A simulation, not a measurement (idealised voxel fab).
Documented hereafter: the process module known as voxel air gaps.
The width of the displayed cross-section, cut, is 260 nm; its cells are square, with a size of 5 nm.
The cross-sections in this document take the form of a grid made of square cells. They are written out as bands, in order from top to bottom. Each band consists of one or more rows of cells.
First you get the band's top height and its bottom height, in nm, and then the materials it's made of, left to right, with each width in nm. If you see a single material with "everywhere", that one covers the band edge to edge. "air" is empty space.
For the purposes of this specification, 0 denotes the height below which the wafer in its as-received condition is composed wholly of one material, and the lowermost band, lacking a lower limit, extends downward without end, as expressed in "0 and below".
A two-number width, for instance "30..40", indicates that the width is equal to the first number in the top row of the band and to the second number in the bottom row, and that it changes by a constant amount per row of cells.
The designation "nothing got changed", where it is given for a processing step, indicates that no cell of the cross-section was altered in the course of that step.
Look at "Trapped cavities" for the closed voids: empty spaces with no open path to the top, sized 8 cells or up. Each is width x height at distance, distance from the left edge, all nm.
Heads up: the bit after the settings on a step's line is the simulator's remark on that step.
"overlay nm" answers the question of how far to the right of plan the mask lay on a step that has a mask, and when it is negative the answer is to the left.
Planned process steps:
1) RECEIVE (material Si)
2) CONFORMAL_DEP (material SiO2; thk nm 10)
3) CONFORMAL_DEP (material SiCN; thk nm 5)
4) DIRECTIONAL_DEP (material SiO2; thk nm 35)
5) DIRECTIONAL_DEP (material aC; thk nm 15)
6) PATTERN (tone open; mask id LINES; material resist; width nm 25; pitch nm 50; thk nm 35; overlay nm 0)
7) DIRECTIONAL_ETCH (etch materials aC; depth nm 15)
8) STRIP (etch materials resist)
9) DIRECTIONAL_ETCH (etch materials SiO2; depth nm 35)
10) STRIP (etch materials aC)
11) CONFORMAL_DEP (material TiN; thk nm 5)
12) FILL_DEP (material W; thk nm 10)
13) CMP (height nm 50)
14) EPI (material Ru; thk nm 10)
15) SELECTIVE_ETCH (etch materials SiO2; depth nm 45)
16) CONFORMAL_DEP (material SiCN; thk nm 5)
The first of the two wafers, which ran as planned:
Cross-section of the wafer upon arrival, representing the state reached after step 1:
> 0 and below: Si everywhere
> Trapped cavities: none
How the wafer stands in section after step 2:
> 10 down to 0: SiO2 everywhere
> Anything lower than 0 is untouched.
How the wafer stands in section after step 3:
> 15 down to 10: SiCN everywhere
> Anything lower than 10 is untouched.
How the wafer stands in section after step 4:
> 50 down to 15: SiO2 everywhere
> Anything lower than 15 is untouched.
How the wafer stands in section after step 5:
> 65 down to 50: aC everywhere
> Anything lower than 50 is untouched.
How the wafer stands in section after step 6:
> 100 down to 65: 40 nm resist; 25 nm air; 25 nm resist; 25 nm air; 25 nm resist; 25 nm air; 25 nm resist; 25 nm air; 45 nm resist
> Anything lower than 65 is untouched.
How the wafer stands in section after step 7:
> 85 down to 65: 40 nm resist; 25 nm air; 25 nm resist; 25 nm air; 25 nm resist; 25 nm air; 25 nm resist; 25 nm air; 45 nm resist
> 65 down to 50: 40 nm aC; 25 nm air; 25 nm aC; 25 nm air; 25 nm aC; 25 nm air; 25 nm aC; 25 nm air; 45 nm aC
> Anything lower than 50 is untouched.
How the wafer stands in section after step 8:
> 65 down to 50: 40 nm aC; 25 nm air; 25 nm aC; 25 nm air; 25 nm aC; 25 nm air; 25 nm aC; 25 nm air; 45 nm aC
> Anything lower than 50 is untouched.
How the wafer stands in section after step 9:
> 65 down to 50: 40 nm aC; 25 nm air; 25 nm aC; 25 nm air; 25 nm aC; 25 nm air; 25 nm aC; 25 nm air; 45 nm aC
> 50 down to 15: 40 nm SiO2; 25 nm air; 25 nm SiO2; 25 nm air; 25 nm SiO2; 25 nm air; 25 nm SiO2; 25 nm air; 45 nm SiO2
> Anything lower than 15 is untouched.
How the wafer stands in section after step 10:
> 50 down to 15: 40 nm SiO2; 25 nm air; 25 nm SiO2; 25 nm air; 25 nm SiO2; 25 nm air; 25 nm SiO2; 25 nm air; 45 nm SiO2
> Anything lower than 15 is untouched.
How the wafer stands in section after step 11:
> 55 down to 50: 45 nm TiN; 15 nm air; 35 nm TiN; 15 nm air; 35 nm TiN; 15 nm air; 35 nm TiN; 15 nm air; 50 nm TiN
> 50 down to 20: 40 nm SiO2; 5 nm TiN; 15 nm air; 5 nm TiN; 25 nm SiO2; 5 nm TiN; 15 nm air; 5 nm TiN; 25 nm SiO2; 5 nm TiN; 15 nm air; 5 nm TiN; 25 nm SiO2; 5 nm TiN; 15 nm air; 5 nm TiN; 45 nm SiO2
> 20 down to 15: 40 nm SiO2; 25 nm TiN; 25 nm SiO2; 25 nm TiN; 25 nm SiO2; 25 nm TiN; 25 nm SiO2; 25 nm TiN; 45 nm SiO2
> Anything lower than 15 is untouched.
How the wafer stands in section after step 12:
> 65 down to 55: W everywhere
> 55 down to 50: 45 nm TiN; 15 nm W; 35 nm TiN; 15 nm W; 35 nm TiN; 15 nm W; 35 nm TiN; 15 nm W; 50 nm TiN
> 50 down to 20: 40 nm SiO2; 5 nm TiN; 15 nm W; 5 nm TiN; 25 nm SiO2; 5 nm TiN; 15 nm W; 5 nm TiN; 25 nm SiO2; 5 nm TiN; 15 nm W; 5 nm TiN; 25 nm SiO2; 5 nm TiN; 15 nm W; 5 nm TiN; 45 nm SiO2
> Anything lower than 20 is untouched.
How the wafer stands in section after step 13:
> 50 down to 20: 40 nm SiO2; 5 nm TiN; 15 nm W; 5 nm TiN; 25 nm SiO2; 5 nm TiN; 15 nm W; 5 nm TiN; 25 nm SiO2; 5 nm TiN; 15 nm W; 5 nm TiN; 25 nm SiO2; 5 nm TiN; 15 nm W; 5 nm TiN; 45 nm SiO2
> Anything lower than 20 is untouched.
How the wafer stands in section after step 14:
> 60 down to 50: 30 nm air; 45 nm Ru; 5 nm air; 45 nm Ru; 5 nm air; 45 nm Ru; 5 nm air; 45 nm Ru; 35 nm air
> Anything lower than 50 is untouched.
How the wafer stands in section after step 15:
> 60 down to 50: 30 nm air; 45 nm Ru; 5 nm air; 45 nm Ru; 5 nm air; 45 nm Ru; 5 nm air; 45 nm Ru; 35 nm air
> 50 down to 20: 40 nm air; 5 nm TiN; 15 nm W; 5 nm TiN; 25 nm air; 5 nm TiN; 15 nm W; 5 nm TiN; 25 nm air; 5 nm TiN; 15 nm W; 5 nm TiN; 25 nm air; 5 nm TiN; 15 nm W; 5 nm TiN; 45 nm air
> 20 down to 15: 40 nm air; 25 nm TiN; 25 nm air; 25 nm TiN; 25 nm air; 25 nm TiN; 25 nm air; 25 nm TiN; 45 nm air
> Anything lower than 15 is untouched.
How the wafer stands in section after step 16:
> 65 down to 60: 25 nm air; 205 nm SiCN; 30 nm air
> 60 down to 50: 25 nm air; 5 nm SiCN; 45 nm Ru; 5 nm SiCN; 45 nm Ru; 5 nm SiCN; 45 nm Ru; 5 nm SiCN; 45 nm Ru; 5 nm SiCN; 30 nm air
> 50 down to 45: 25 nm air; 15 nm SiCN; 5 nm TiN; 15 nm W; 5 nm TiN; 25 nm SiCN; 5 nm TiN; 15 nm W; 5 nm TiN; 25 nm SiCN; 5 nm TiN; 15 nm W; 5 nm TiN; 25 nm SiCN; 5 nm TiN; 15 nm W; 5 nm TiN; 15 nm SiCN; 30 nm air
> 45 down to 20: 35 nm air; 5 nm SiCN; 5 nm TiN; 15 nm W; 5 nm TiN; 5 nm SiCN; 15 nm air; 5 nm SiCN; 5 nm TiN; 15 nm W; 5 nm TiN; 5 nm SiCN; 15 nm air; 5 nm SiCN; 5 nm TiN; 15 nm W; 5 nm TiN; 5 nm SiCN; 15 nm air; 5 nm SiCN; 5 nm TiN; 15 nm W; 5 nm TiN; 5 nm SiCN; 40 nm air
> 20 down to 15: 40 nm SiCN; 25 nm TiN; 25 nm SiCN; 25 nm TiN; 25 nm SiCN; 25 nm TiN; 25 nm SiCN; 25 nm TiN; 45 nm SiCN
> Anything lower than 15 is untouched.
> Trapped cavities: 15 x 25 at 70; 15 x 25 at 120; 15 x 25 at 170
Okay, second wafer. Nothing different at the start, nothing different in the plan, just one mistake somewhere in the running. As far as step 2, counting that step, it's the first wafer all over again:
Second wafer, sectioned view, at step 3's planned end time:
> 25 down to 10: SiCN everywhere
> Anything lower than 10 is untouched.
Second wafer, sectioned view, at step 4's planned end time:
> 60 down to 25: SiO2 everywhere
> Anything lower than 25 is untouched.
Second wafer, sectioned view, at step 5's planned end time:
> 75 down to 60: aC everywhere
> Anything lower than 60 is untouched.
Second wafer, sectioned view, at step 6's planned end time:
> 110 down to 75: 40 nm resist; 25 nm air; 25 nm resist; 25 nm air; 25 nm resist; 25 nm air; 25 nm resist; 25 nm air; 45 nm resist
> Anything lower than 75 is untouched.
Second wafer, sectioned view, at step 7's planned end time:
> 95 down to 75: 40 nm resist; 25 nm air; 25 nm resist; 25 nm air; 25 nm resist; 25 nm air; 25 nm resist; 25 nm air; 45 nm resist
> 75 down to 60: 40 nm aC; 25 nm air; 25 nm aC; 25 nm air; 25 nm aC; 25 nm air; 25 nm aC; 25 nm air; 45 nm aC
> Anything lower than 60 is untouched.
Second wafer, sectioned view, at step 8's planned end time:
> 75 down to 60: 40 nm aC; 25 nm air; 25 nm aC; 25 nm air; 25 nm aC; 25 nm air; 25 nm aC; 25 nm air; 45 nm aC
> Anything lower than 60 is untouched.
Second wafer, sectioned view, at step 9's planned end time:
> 75 down to 60: 40 nm aC; 25 nm air; 25 nm aC; 25 nm air; 25 nm aC; 25 nm air; 25 nm aC; 25 nm air; 45 nm aC
> 60 down to 25: 40 nm SiO2; 25 nm air; 25 nm SiO2; 25 nm air; 25 nm SiO2; 25 nm air; 25 nm SiO2; 25 nm air; 45 nm SiO2
> Anything lower than 25 is untouched.
Second wafer, sectioned view, at step 10's planned end time:
> 60 down to 25: 40 nm SiO2; 25 nm air; 25 nm SiO2; 25 nm air; 25 nm SiO2; 25 nm air; 25 nm SiO2; 25 nm air; 45 nm SiO2
> Anything lower than 25 is untouched.
Second wafer, sectioned view, at step 11's planned end time:
> 65 down to 60: 45 nm TiN; 15 nm air; 35 nm TiN; 15 nm air; 35 nm TiN; 15 nm air; 35 nm TiN; 15 nm air; 50 nm TiN
> 60 down to 30: 40 nm SiO2; 5 nm TiN; 15 nm air; 5 nm TiN; 25 nm SiO2; 5 nm TiN; 15 nm air; 5 nm TiN; 25 nm SiO2; 5 nm TiN; 15 nm air; 5 nm TiN; 25 nm SiO2; 5 nm TiN; 15 nm air; 5 nm TiN; 45 nm SiO2
> 30 down to 25: 40 nm SiO2; 25 nm TiN; 25 nm SiO2; 25 nm TiN; 25 nm SiO2; 25 nm TiN; 25 nm SiO2; 25 nm TiN; 45 nm SiO2
> Anything lower than 25 is untouched.
Second wafer, sectioned view, at step 12's planned end time:
> 75 down to 65: W everywhere
> 65 down to 60: 45 nm TiN; 15 nm W; 35 nm TiN; 15 nm W; 35 nm TiN; 15 nm W; 35 nm TiN; 15 nm W; 50 nm TiN
> 60 down to 30: 40 nm SiO2; 5 nm TiN; 15 nm W; 5 nm TiN; 25 nm SiO2; 5 nm TiN; 15 nm W; 5 nm TiN; 25 nm SiO2; 5 nm TiN; 15 nm W; 5 nm TiN; 25 nm SiO2; 5 nm TiN; 15 nm W; 5 nm TiN; 45 nm SiO2
> Anything lower than 30 is untouched.
Second wafer, sectioned view, at step 13's planned end time:
> 50 down to 30: 40 nm SiO2; 5 nm TiN; 15 nm W; 5 nm TiN; 25 nm SiO2; 5 nm TiN; 15 nm W; 5 nm TiN; 25 nm SiO2; 5 nm TiN; 15 nm W; 5 nm TiN; 25 nm SiO2; 5 nm TiN; 15 nm W; 5 nm TiN; 45 nm SiO2
> Anything lower than 30 is untouched.
Second wafer, sectioned view, at step 14's planned end time:
> 60 down to 50: 30 nm air; 45 nm Ru; 5 nm air; 45 nm Ru; 5 nm air; 45 nm Ru; 5 nm air; 45 nm Ru; 35 nm air
> Anything lower than 50 is untouched.
Second wafer, sectioned view, at step 15's planned end time:
> 60 down to 50: 30 nm air; 45 nm Ru; 5 nm air; 45 nm Ru; 5 nm air; 45 nm Ru; 5 nm air; 45 nm Ru; 35 nm air
> 50 down to 30: 40 nm air; 5 nm TiN; 15 nm W; 5 nm TiN; 25 nm air; 5 nm TiN; 15 nm W; 5 nm TiN; 25 nm air; 5 nm TiN; 15 nm W; 5 nm TiN; 25 nm air; 5 nm TiN; 15 nm W; 5 nm TiN; 45 nm air
> 30 down to 25: 40 nm air; 25 nm TiN; 25 nm air; 25 nm TiN; 25 nm air; 25 nm TiN; 25 nm air; 25 nm TiN; 45 nm air
> Anything lower than 25 is untouched.
Second wafer, sectioned view, at step 16's planned end time:
> 65 down to 60: 25 nm air; 205 nm SiCN; 30 nm air
> 60 down to 50: 25 nm air; 5 nm SiCN; 45 nm Ru; 5 nm SiCN; 45 nm Ru; 5 nm SiCN; 45 nm Ru; 5 nm SiCN; 45 nm Ru; 5 nm SiCN; 30 nm air
> 50 down to 45: 25 nm air; 15 nm SiCN; 5 nm TiN; 15 nm W; 5 nm TiN; 25 nm SiCN; 5 nm TiN; 15 nm W; 5 nm TiN; 25 nm SiCN; 5 nm TiN; 15 nm W; 5 nm TiN; 25 nm SiCN; 5 nm TiN; 15 nm W; 5 nm TiN; 15 nm SiCN; 30 nm air
> 45 down to 30: 35 nm air; 5 nm SiCN; 5 nm TiN; 15 nm W; 5 nm TiN; 5 nm SiCN; 15 nm air; 5 nm SiCN; 5 nm TiN; 15 nm W; 5 nm TiN; 5 nm SiCN; 15 nm air; 5 nm SiCN; 5 nm TiN; 15 nm W; 5 nm TiN; 5 nm SiCN; 15 nm air; 5 nm SiCN; 5 nm TiN; 15 nm W; 5 nm TiN; 5 nm SiCN; 40 nm air
> 30 down to 25: 40 nm SiCN; 25 nm TiN; 25 nm SiCN; 25 nm TiN; 25 nm SiCN; 25 nm TiN; 25 nm SiCN; 25 nm TiN; 45 nm SiCN
> Anything lower than 25 is untouched.
> Trapped cavities: 15 x 15 at 70; 15 x 15 at 120; 15 x 15 at 170
The plan and the run diverged here: off-plan run, step 3, actual operation and settings CONFORMAL_DEP (material SiCN; thk nm 15)
Final tally in cells, some materials are higher or lower on the second wafer than on the first: +88 SiCN | -16 TiN | -24 W
